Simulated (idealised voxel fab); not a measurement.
Documented hereafter: the process module known as voxel ribs on slabs.
We display cut, a cross-section 285 nm in width whose square cells are each 5 nm.
Just so we're on the same page, the cross-sections are grids of square cells, and they're listed out in bands top to bottom, each band one or more rows deep. Per band: top height and bottom height in nm, followed by the left-to-right materials and their widths in nm; "everywhere" marks a single material spanning edge to edge, "empty" marks empty space. Height datum 0, below which the as-received substrate wafer is one material. Lowest band open at the bottom, running downward: "from 0 down". Per-row width for "30->40": begins at first number (top row of band), ends at second number (bottom row), increment between rows held constant. Step marked "no change"? Then no cell in the cross-section changed in it. "Closed void listing" lists enclosed empty spaces (at least 8 cells, no open path upward to the top), each as width x height at distance from the left edge, in nm. The remark found on a step's line after its settings is issued by the simulator itself and pertains to that step. You can add "overlay nm" to a step's line. For a step with a mask, it describes how far the mask lay to the right of its planned position, and a negative number describes a lay to the left.

## Planned process steps
1) RECEIVE with material Si
2) DIRECTIONAL_DEP with material SiO2, thk nm 20
3) DIRECTIONAL_DEP with material polySi, thk nm 25
4) PATTERN with tone cover, mask id RIB, material resist, width nm 30, thk nm 20, overlay nm 0
5) DIRECTIONAL_ETCH with etch materials polySi, depth nm 5
6) STRIP with etch materials resist
7) PATTERN with tone cover, mask id SLAB, material resist, width nm 60, thk nm 15, overlay nm 0
8) DIRECTIONAL_ETCH with etch materials polySi, depth nm 20
9) STRIP with etch materials resist
10) FILL_DEP with material SiO2, thk nm 30
11) CMP with height nm 65
12) DIRECTIONAL_DEP with material W, thk nm 10
13) PATTERN with tone cover, mask id HEATER, material resist, width nm 40, thk nm 15, overlay nm 0
14) DIRECTIONAL_ETCH with etch materials W, depth nm 10
15) STRIP with etch materials resist
16) CONFORMAL_DEP with material SiN, thk nm 5

## The first of the two wafers, which ran as planned

## Cross-section, incoming material, after step 1
	from 0 down: Si everywhere
	Closed void listing: none

## Once step 2 is through, the wafer looks like this in cross-section
	from 20 to 0: SiO2 everywhere
	Below 0, the layers are the same as they were.

## Once step 3 is through, the wafer looks like this in cross-section
	from 45 to 20: polySi everywhere
	Below 20, the layers are the same as they were.

## Once step 4 is through, the wafer looks like this in cross-section
	from 65 to 45: empty 125; resist 30; empty 130
	Below 45, the layers are the same as they were.

## Once step 5 is through, the wafer looks like this in cross-section
	from 65 to 45: empty 125; resist 30; empty 130
	from 45 to 40: empty 125; polySi 30; empty 130
	Below 40, the layers are the same as they were.

## Once step 6 is through, the wafer looks like this in cross-section
	from 45 to 40: empty 125; polySi 30; empty 130
	Below 40, the layers are the same as they were.

## Once step 7 is through, the wafer looks like this in cross-section
	from 60 to 45: empty 110; resist 60; empty 115
	from 45 to 40: empty 110; resist 15; polySi 30; resist 15; empty 115
	Below 40, the layers are the same as they were.

## Once step 8 is through, the wafer looks like this in cross-section
	from 60 to 45: empty 110; resist 60; empty 115
	from 45 to 40: empty 110; resist 15; polySi 30; resist 15; empty 115
	from 40 to 20: empty 110; polySi 60; empty 115
	Below 20, the layers are the same as they were.

## Once step 9 is through, the wafer looks like this in cross-section
	from 45 to 40: empty 125; polySi 30; empty 130
	Below 40, the layers are the same as they were.

## Once step 10 is through, the wafer looks like this in cross-section
	from 75 to 45: SiO2 everywhere
	from 45 to 40: SiO2 125; polySi 30; SiO2 130
	from 40 to 20: SiO2 110; polySi 60; SiO2 115
	Below 20, the layers are the same as they were.

## Once step 11 is through, the wafer looks like this in cross-section
	from 65 to 45: SiO2 everywhere
	Below 45, the layers are the same as they were.

## Once step 12 is through, the wafer looks like this in cross-section
	from 75 to 65: W everywhere
	Below 65, the layers are the same as they were.

## Once step 13 is through, the wafer looks like this in cross-section
	from 90 to 75: empty 120; resist 40; empty 125
	Below 75, the layers are the same as they were.

## Once step 14 is through, the wafer looks like this in cross-section
	from 90 to 75: empty 120; resist 40; empty 125
	from 75 to 65: empty 120; W 40; empty 125
	Below 65, the layers are the same as they were.

## Once step 15 is through, the wafer looks like this in cross-section
	from 75 to 65: empty 120; W 40; empty 125
	Below 65, the layers are the same as they were.

## Once step 16 is through, the wafer looks like this in cross-section
	from 80 to 75: empty 115; SiN 50; empty 120
	from 75 to 70: empty 115; SiN 5; W 40; SiN 5; empty 120
	from 70 to 65: SiN 120; W 40; SiN 125
	Below 65, the layers are the same as they were.

## Wafer two. Same start, same plan, one slip in execution. Same as wafer one through step 15, inclusive

Cross-sectional representation of the second wafer at the time designated in the plan for the completion of step 16: no change
Misprocessing identified: the run left out plan step 16 entirely, so it was never executed
Heads up, by the end the second wafer has more or fewer cells of some materials compared to the first: -61 SiN
